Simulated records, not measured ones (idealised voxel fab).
process module | voxel gate over fins
In the cross-section labelled cut, the width is 280 nm and each square cell is 5 nm.
Cross-section format: a grid of square cells, given as bands from top to bottom; each band is one or more rows of cells.
Read a band's entry like this: the first values are the height of its top and the height of its bottom in nm, and what follows is the sequence of materials from left to right, each with its width in nm. Note that "empty" is empty space, and that a single material marked "edge to edge" reaches across the band from edge to edge.
All heights in this document are referenced to 0, defined as the level beneath which the wafer, as received, consists entirely of one material. The lowest band is not bounded below; it extends indefinitely downward and is written in the form "0 -> down".
The two numbers in a width such as "30 to 40" mark its ends across the band: the first belongs to the top row of cells, the second to the bottom row, and from each row to the next the width moves by the same amount.
The cross-section has no changed cell in any step marked "nothing was modified".
"Enclosed voids" lists enclosed empty spaces (at least 8 cells, no open path upward to the top), each as width x height at distance from the left edge, in nm.
The remark found on a step's line after its settings is issued by the simulator itself and pertains to that step.
overlay nm: how far to the right of its planned place the mask lay on this masked step (negative: to the left).

### The planned process steps are enumerated hereunder
- 1: RECEIVE with material Si
- 2: CONFORMAL_DEP with material SiN, thk nm 10
- 3: DIRECTIONAL_DEP with material aC, thk nm 15
- 4: PATTERN with tone cover, mask id FINS, material resist, width nm 15, pitch nm 50, thk nm 30, overlay nm 0
- 5: DIRECTIONAL_ETCH with etch materials aC, depth nm 15
- 6: STRIP with etch materials resist
- 7: DIRECTIONAL_ETCH with etch materials SiN, depth nm 10
- 8: DIRECTIONAL_ETCH with etch materials Si, depth nm 30
- 9: STRIP with etch materials aC
- 10: OXIDIZE with depth nm 5
- 11: FILL_DEP with material SiO2, thk nm 15
- 12: CMP with height nm 10
- 13: MASKED_ETCH with tone open, mask id RAIL, width nm 15, etch materials SiO2, depth nm 35, overlay nm 0
- 14: CONFORMAL_DEP with material TiN, thk nm 5
- 15: FILL_DEP with material W, thk nm 5
- 16: CMP with height nm 10
- 17: SELECTIVE_ETCH with etch materials W Ru TiN, depth nm 25
- 18: FILL_DEP with material SiO2, thk nm 5
- 19: CMP with height nm 10
- 20: SELECTIVE_ETCH with etch materials SiO2, depth nm 20
- 21: STRIP with etch materials SiN
- 22: CONFORMAL_DEP with material HfO2, thk nm 5
- 23: CONFORMAL_DEP with material TiN, thk nm 5
- 24: FILL_DEP with material W, thk nm 15
- 25: CMP with height nm 20
- 26: CONFORMAL_DEP with material SiN, thk nm 5

### On the first of the two wafers: run conducted according to plan

### Cross-section of the wafer at receipt, which is the condition after step 1
> 0 -> down: Si edge to edge
> Enclosed voids: none

### Cross-sectional representation of the wafer at the conclusion of step 2
> 10 -> 0: SiN edge to edge
> Below 0 it's all the same as before, nothing changed down there.

### Cross-sectional representation of the wafer at the conclusion of step 3
> 25 -> 10: aC edge to edge
> Below 10 it's all the same as before, nothing changed down there.

### Cross-sectional representation of the wafer at the conclusion of step 4
> 55 -> 25: empty: 55, resist: 15, empty: 35, resist: 15, empty: 35, resist: 15, empty: 35, resist: 15, empty: 60
> Below 25 it's all the same as before, nothing changed down there.

### Cross-sectional representation of the wafer at the conclusion of step 5
> 40 -> 25: empty: 55, resist: 15, empty: 35, resist: 15, empty: 35, resist: 15, empty: 35, resist: 15, empty: 60
> 25 -> 10: empty: 55, aC: 15, empty: 35, aC: 15, empty: 35, aC: 15, empty: 35, aC: 15, empty: 60
> Below 10 it's all the same as before, nothing changed down there.

### Cross-sectional representation of the wafer at the conclusion of step 6
> 25 -> 10: empty: 55, aC: 15, empty: 35, aC: 15, empty: 35, aC: 15, empty: 35, aC: 15, empty: 60
> Below 10 it's all the same as before, nothing changed down there.

### Cross-sectional representation of the wafer at the conclusion of step 7
> 25 -> 10: empty: 55, aC: 15, empty: 35, aC: 15, empty: 35, aC: 15, empty: 35, aC: 15, empty: 60
> 10 -> 0: empty: 55, SiN: 15, empty: 35, SiN: 15, empty: 35, SiN: 15, empty: 35, SiN: 15, empty: 60
> Below 0 it's all the same as before, nothing changed down there.

### Cross-sectional representation of the wafer at the conclusion of step 8
> 25 -> 10: empty: 55, aC: 15, empty: 35, aC: 15, empty: 35, aC: 15, empty: 35, aC: 15, empty: 60
> 10 -> 0: empty: 55, SiN: 15, empty: 35, SiN: 15, empty: 35, SiN: 15, empty: 35, SiN: 15, empty: 60
> 0 -> -30: empty: 55, Si: 15, empty: 35, Si: 15, empty: 35, Si: 15, empty: 35, Si: 15, empty: 60
> Below -30 it's all the same as before, nothing changed down there.

### Cross-sectional representation of the wafer at the conclusion of step 9
> 10 -> 0: empty: 55, SiN: 15, empty: 35, SiN: 15, empty: 35, SiN: 15, empty: 35, SiN: 15, empty: 60
> Below 0 it's all the same as before, nothing changed down there.

### Cross-sectional representation of the wafer at the conclusion of step 10
> 10 -> 0: empty: 55, SiN: 15, empty: 35, SiN: 15, empty: 35, SiN: 15, empty: 35, SiN: 15, empty: 60
> 0 -> -30: empty: 55, SiO2: 5, Si: 5, SiO2: 5, empty: 35, SiO2: 5, Si: 5, SiO2: 5, empty: 35, SiO2: 5, Si: 5, SiO2: 5, empty: 35, SiO2: 5, Si: 5, SiO2: 5, empty: 60
> -30 -> -35: SiO2: 60, Si: 5, SiO2: 45, Si: 5, SiO2: 45, Si: 5, SiO2: 45, Si: 5, SiO2: 65
> Below -35 it's all the same as before, nothing changed down there.

### Cross-sectional representation of the wafer at the conclusion of step 11
> 25 -> 10: SiO2 edge to edge
> 10 -> 0: SiO2: 55, SiN: 15, SiO2: 35, SiN: 15, SiO2: 35, SiN: 15, SiO2: 35, SiN: 15, SiO2: 60
> 0 -> -35: SiO2: 60, Si: 5, SiO2: 45, Si: 5, SiO2: 45, Si: 5, SiO2: 45, Si: 5, SiO2: 65
> Below -35 it's all the same as before, nothing changed down there.

### Cross-sectional representation of the wafer at the conclusion of step 12
> 10 -> 0: SiO2: 55, SiN: 15, SiO2: 35, SiN: 15, SiO2: 35, SiN: 15, SiO2: 35, SiN: 15, SiO2: 60
> Below 0 it's all the same as before, nothing changed down there.

### Cross-sectional representation of the wafer at the conclusion of step 13
> 10 -> 0: SiO2: 55, SiN: 15, SiO2: 10, empty: 15, SiO2: 10, SiN: 15, SiO2: 35, SiN: 15, SiO2: 35, SiN: 15, SiO2: 60
> 0 -> -25: SiO2: 60, Si: 5, SiO2: 15, empty: 15, SiO2: 15, Si: 5, SiO2: 45, Si: 5, SiO2: 45, Si: 5, SiO2: 65
> Below -25 it's all the same as before, nothing changed down there.

### Cross-sectional representation of the wafer at the conclusion of step 14
> 15 -> 10: TiN: 85, empty: 5, TiN: 190
> 10 -> 0: SiO2: 55, SiN: 15, SiO2: 10, TiN: 5, empty: 5, TiN: 5, SiO2: 10, SiN: 15, SiO2: 35, SiN: 15, SiO2: 35, SiN: 15, SiO2: 60
> 0 -> -20: SiO2: 60, Si: 5, SiO2: 15, TiN: 5, empty: 5, TiN: 5, SiO2: 15, Si: 5, SiO2: 45, Si: 5, SiO2: 45, Si: 5, SiO2: 65
> -20 -> -25: SiO2: 60, Si: 5, SiO2: 15, TiN: 15, SiO2: 15, Si: 5, SiO2: 45, Si: 5, SiO2: 45, Si: 5, SiO2: 65
> Below -25 it's all the same as before, nothing changed down there.

### Cross-sectional representation of the wafer at the conclusion of step 15
> 20 -> 15: W edge to edge
> 15 -> 10: TiN: 85, W: 5, TiN: 190
> 10 -> 0: SiO2: 55, SiN: 15, SiO2: 10, TiN: 5, W: 5, TiN: 5, SiO2: 10, SiN: 15, SiO2: 35, SiN: 15, SiO2: 35, SiN: 15, SiO2: 60
> 0 -> -20: SiO2: 60, Si: 5, SiO2: 15, TiN: 5, W: 5, TiN: 5, SiO2: 15, Si: 5, SiO2: 45, Si: 5, SiO2: 45, Si: 5, SiO2: 65
> Below -20 it's all the same as before, nothing changed down there.

### Cross-sectional representation of the wafer at the conclusion of step 16
> 10 -> 0: SiO2: 55, SiN: 15, SiO2: 10, TiN: 5, W: 5, TiN: 5, SiO2: 10, SiN: 15, SiO2: 35, SiN: 15, SiO2: 35, SiN: 15, SiO2: 60
> Below 0 it's all the same as before, nothing changed down there.

### Cross-sectional representation of the wafer at the conclusion of step 17
> 10 -> 0: SiO2: 55, SiN: 15, SiO2: 10, empty: 15, SiO2: 10, SiN: 15, SiO2: 35, SiN: 15, SiO2: 35, SiN: 15, SiO2: 60
> 0 -> -15: SiO2: 60, Si: 5, SiO2: 15, empty: 15, SiO2: 15, Si: 5, SiO2: 45, Si: 5, SiO2: 45, Si: 5, SiO2: 65
> Below -15 it's all the same as before, nothing changed down there.

### Cross-sectional representation of the wafer at the conclusion of step 18
> 15 -> 10: SiO2 edge to edge
> 10 -> 0: SiO2: 55, SiN: 15, SiO2: 35, SiN: 15, SiO2: 35, SiN: 15, SiO2: 35, SiN: 15, SiO2: 60
> 0 -> -15: SiO2: 60, Si: 5, SiO2: 45, Si: 5, SiO2: 45, Si: 5, SiO2: 45, Si: 5, SiO2: 65
> Below -15 it's all the same as before, nothing changed down there.

### Cross-sectional representation of the wafer at the conclusion of step 19
> 10 -> 0: SiO2: 55, SiN: 15, SiO2: 35, SiN: 15, SiO2: 35, SiN: 15, SiO2: 35, SiN: 15, SiO2: 60
> Below 0 it's all the same as before, nothing changed down there.

### Cross-sectional representation of the wafer at the conclusion of step 20
> 10 -> 0: empty: 55, SiN: 15, empty: 35, SiN: 15, empty: 35, SiN: 15, empty: 35, SiN: 15, empty: 60
> 0 -> -10: empty: 60, Si: 5, empty: 45, Si: 5, empty: 45, Si: 5, empty: 45, Si: 5, empty: 65
> Below -10 it's all the same as before, nothing changed down there.

### Cross-sectional representation of the wafer at the conclusion of step 21
> 0 -> -10: empty: 60, Si: 5, empty: 45, Si: 5, empty: 45, Si: 5, empty: 45, Si: 5, empty: 65
> Below -10 it's all the same as before, nothing changed down there.

### Cross-sectional representation of the wafer at the conclusion of step 22
> 5 -> 0: empty: 55, HfO2: 15, empty: 35, HfO2: 15, empty: 35, HfO2: 15, empty: 35, HfO2: 15, empty: 60
> 0 -> -5: empty: 55, HfO2: 5, Si: 5, HfO2: 5, empty: 35, HfO2: 5, Si: 5, HfO2: 5, empty: 35, HfO2: 5, Si: 5, HfO2: 5, empty: 35, HfO2: 5, Si: 5, HfO2: 5, empty: 60
> -5 -> -10: HfO2: 60, Si: 5, HfO2: 45, Si: 5, HfO2: 45, Si: 5, HfO2: 45, Si: 5, HfO2: 65
> Below -10 it's all the same as before, nothing changed down there.

### Cross-sectional representation of the wafer at the conclusion of step 23
> 10 -> 5: empty: 50, TiN: 25, empty: 25, TiN: 25, empty: 25, TiN: 25, empty: 25, TiN: 25, empty: 55
> 5 -> 0: empty: 50, TiN: 5, HfO2: 15, TiN: 5, empty: 25, TiN: 5, HfO2: 15, TiN: 5, empty: 25, TiN: 5, HfO2: 15, TiN: 5, empty: 25, TiN: 5, HfO2: 15, TiN: 5, empty: 55
> 0 -> -5: TiN: 55, HfO2: 5, Si: 5, HfO2: 5, TiN: 35, HfO2: 5, Si: 5, HfO2: 5, TiN: 35, HfO2: 5, Si: 5, HfO2: 5, TiN: 35, HfO2: 5, Si: 5, HfO2: 5, TiN: 60
> Below -5 it's all the same as before, nothing changed down there.

### Cross-sectional representation of the wafer at the conclusion of step 24
> 25 -> 10: W edge to edge
> 10 -> 5: W: 50, TiN: 25, W: 25, TiN: 25, W: 25, TiN: 25, W: 25, TiN: 25, W: 55
> 5 -> 0: W: 50, TiN: 5, HfO2: 15, TiN: 5, W: 25, TiN: 5, HfO2: 15, TiN: 5, W: 25, TiN: 5, HfO2: 15, TiN: 5, W: 25, TiN: 5, HfO2: 15, TiN: 5, W: 55
> Below 0 it's all the same as before, nothing changed down there.

### Cross-sectional representation of the wafer at the conclusion of step 25
> 20 -> 10: W edge to edge
> Below 10 it's all the same as before, nothing changed down there.

### Cross-sectional representation of the wafer at the conclusion of step 26
> 25 -> 20: SiN edge to edge
> Below 20 it's all the same as before, nothing changed down there.

### Second of two: same start, same plan, one run error; steps up to and including 21 match the first

Second wafer at the planned finish of step 22, seen in cross-section: nothing was modified

### Second wafer at the planned finish of step 23, seen in cross-section
> 5 -> 0: empty: 55, TiN: 15, empty: 35, TiN: 15, empty: 35, TiN: 15, empty: 35, TiN: 15, empty: 60
> 0 -> -5: empty: 55, TiN: 5, Si: 5, TiN: 5, empty: 35, TiN: 5, Si: 5, TiN: 5, empty: 35, TiN: 5, Si: 5, TiN: 5, empty: 35, TiN: 5, Si: 5, TiN: 5, empty: 60
> -5 -> -10: TiN: 60, Si: 5, TiN: 45, Si: 5, TiN: 45, Si: 5, TiN: 45, Si: 5, TiN: 65
> Below -10 it's all the same as before, nothing changed down there.

### Second wafer at the planned finish of step 24, seen in cross-section
> 20 -> 5: W edge to edge
> 5 -> 0: W: 55, TiN: 15, W: 35, TiN: 15, W: 35, TiN: 15, W: 35, TiN: 15, W: 60
> 0 -> -5: W: 55, TiN: 5, Si: 5, TiN: 5, W: 35, TiN: 5, Si: 5, TiN: 5, W: 35, TiN: 5, Si: 5, TiN: 5, W: 35, TiN: 5, Si: 5, TiN: 5, W: 60
> Below -5 it's all the same as before, nothing changed down there.

Second wafer at the planned finish of step 25, seen in cross-section: nothing was modified

### Second wafer at the planned finish of step 26, seen in cross-section
> 25 -> 20: SiN edge to edge
> Below 20 it's all the same as before, nothing changed down there.
Here's what went sideways: the run left out plan step 22 entirely, so it was never executed
Final cells, second wafer relative to first, materials higher or lower: 72 fewer of HfO2 | 72 more of W
